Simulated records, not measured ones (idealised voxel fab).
process module | voxel capacitor over wiring
cross-section cut | 280 nm wide | cells 5 nm
A cross-section is a grid of square cells, given in bands from the top down. A band is one or more rows of cells.
Each band's line starts with the height of the band's top and of its bottom, in nm. Then come its materials from left to right, each with its width in nm. One material with "throughout" fills the band from edge to edge. "air" is empty space.
Height 0 is the level under which the wafer as received is all one material. The lowest band goes on downwards, as in "0 down".
A width such as "30 to 40" changes by the same amount from each row of cells to the next, from the band's top row to its bottom row.
"no change" after a step means that no cell of the cross-section changed.
closed voids: empty space of 8 cells or more with no open way to the top, each as width x height at its distance from the left edge, in nm
after a step's settings: what the simulator itself notes on the step
overlay nm, on a step with a mask: how far to the right of its planned place the mask lay; to the left if negative
plan
1 op RECEIVE | material Si
2 op CONFORMAL_DEP | material SiO2 | thk nm 10
3 op CONFORMAL_DEP | material SiN | thk nm 5
4 op DIRECTIONAL_DEP | material lowk | thk nm 25
5 op PATTERN | tone open | mask id METAL_1 | material resist | width nm 30 | pitch nm 80 | thk nm 20 | overlay nm 0
6 op DIRECTIONAL_ETCH | etch materials lowk | depth nm 25
7 op DIRECTIONAL_ETCH | etch materials SiN | depth nm 5
8 op STRIP | etch materials resist
9 op CONFORMAL_DEP | material TiN | thk nm 5
10 op FILL_DEP | material Cu | thk nm 10
11 op CMP | height nm 40
12 op CONFORMAL_DEP | material SiCN | thk nm 5
13 op DIRECTIONAL_DEP | material lowk | thk nm 20
14 op DIRECTIONAL_DEP | material aC | thk nm 15
15 op PATTERN | tone open | mask id PLUG_1 | material resist | width nm 15 | thk nm 35 | overlay nm 0
16 op DIRECTIONAL_ETCH | etch materials aC | depth nm 15
17 op STRIP | etch materials resist
18 op DIRECTIONAL_ETCH | etch materials lowk | depth nm 20
19 op DIRECTIONAL_ETCH | etch materials SiCN | depth nm 5
20 op STRIP | etch materials aC
21 op CONFORMAL_DEP | material TiN | thk nm 5
22 op FILL_DEP | material Ru | thk nm 10
23 op CMP | height nm 65
24 op DIRECTIONAL_DEP | material TiN | thk nm 10
25 op DIRECTIONAL_DEP | material HfO2 | thk nm 5
26 op DIRECTIONAL_DEP | material TiN | thk nm 5
27 op PATTERN | tone cover | mask id UPPER_PLATE | material resist | width nm 55 | thk nm 15 | overlay nm 0
28 op DIRECTIONAL_ETCH | etch materials TiN | depth nm 5
29 op DIRECTIONAL_ETCH | etch materials HfO2 | depth nm 5
30 op STRIP | etch materials resist
31 op PATTERN | tone cover | mask id LOWER_PLATE | material resist | width nm 65 | thk nm 15 | overlay nm 0
32 op DIRECTIONAL_ETCH | etch materials TiN | depth nm 10
33 op STRIP | etch materials resist
34 op FILL_DEP | material SiO2 | thk nm 20
35 op CMP | height nm 100
36 op PATTERN | tone open | mask id PLUG_2 | material resist | width nm 15 | thk nm 20 | overlay nm 0
37 op DIRECTIONAL_ETCH | etch materials SiO2 | depth nm 15
38 op STRIP | etch materials resist
39 op CONFORMAL_DEP | material TiN | thk nm 5
40 op FILL_DEP | material Ru | thk nm 10
41 op CMP | height nm 100
42 op CONFORMAL_DEP | material SiN | thk nm 5
as received, after step 1
  0 down: Si throughout
  closed voids: none
first wafer at the end, as planned
  105 to 100: SiN throughout
  100 to 90: SiO2 110 | TiN 5 | Ru 5 | TiN 5 | SiO2 155
  90 to 80: SiO2 110 to 100 | TiN 15 to 55 | SiO2 155 to 125
  80 to 75: SiO2 100 | HfO2 55 | SiO2 125
  75 to 65: SiO2 95 | TiN 65 | SiO2 120
  65 to 45: lowk 100 | TiN 5 | Ru 5 | TiN 5 | lowk 165
  45 to 40: SiCN 100 | TiN 15 | SiCN 165
  40 to 15: lowk 85 | TiN 5 | Cu 20 | TiN 5 | lowk 50 | TiN 5 | Cu 20 | TiN 5 | lowk 85
  15 to 10: SiN 85 | TiN 30 | SiN 50 | TiN 30 | SiN 85
  10 to 0: SiO2 throughout
  0 down: Si throughout
  closed voids: none
second wafer at the end: like start, like plan, one mistake
  105 to 100: SiN throughout
  100 to 90: SiO2 110 | TiN 5 | Ru 5 | TiN 5 | SiO2 155
  90 to 80: SiO2 110 to 100 | TiN 15 to 55 | SiO2 155 to 125
  80 to 75: SiO2 100 | HfO2 55 | SiO2 125
  75 to 65: SiO2 95 | TiN 65 | SiO2 120
  65 to 45: lowk 95 | TiN 5 | Ru 5 | TiN 5 | lowk 170
  45 to 40: SiCN 95 | TiN 15 | SiCN 170
  40 to 15: lowk 85 | TiN 5 | Cu 20 | TiN 5 | lowk 50 | TiN 5 | Cu 20 | TiN 5 | lowk 85
  15 to 10: SiN 85 | TiN 30 | SiN 50 | TiN 30 | SiN 85
  10 to 0: SiO2 throughout
  0 down: Si throughout
  closed voids: none
what went wrong: step 15 ran as: op PATTERN | tone open | mask id PLUG_1 | material resist | width nm 15 | thk nm 35 | overlay nm -5
at the end the second wafer has, in cells: as many of each material as the first, in other places
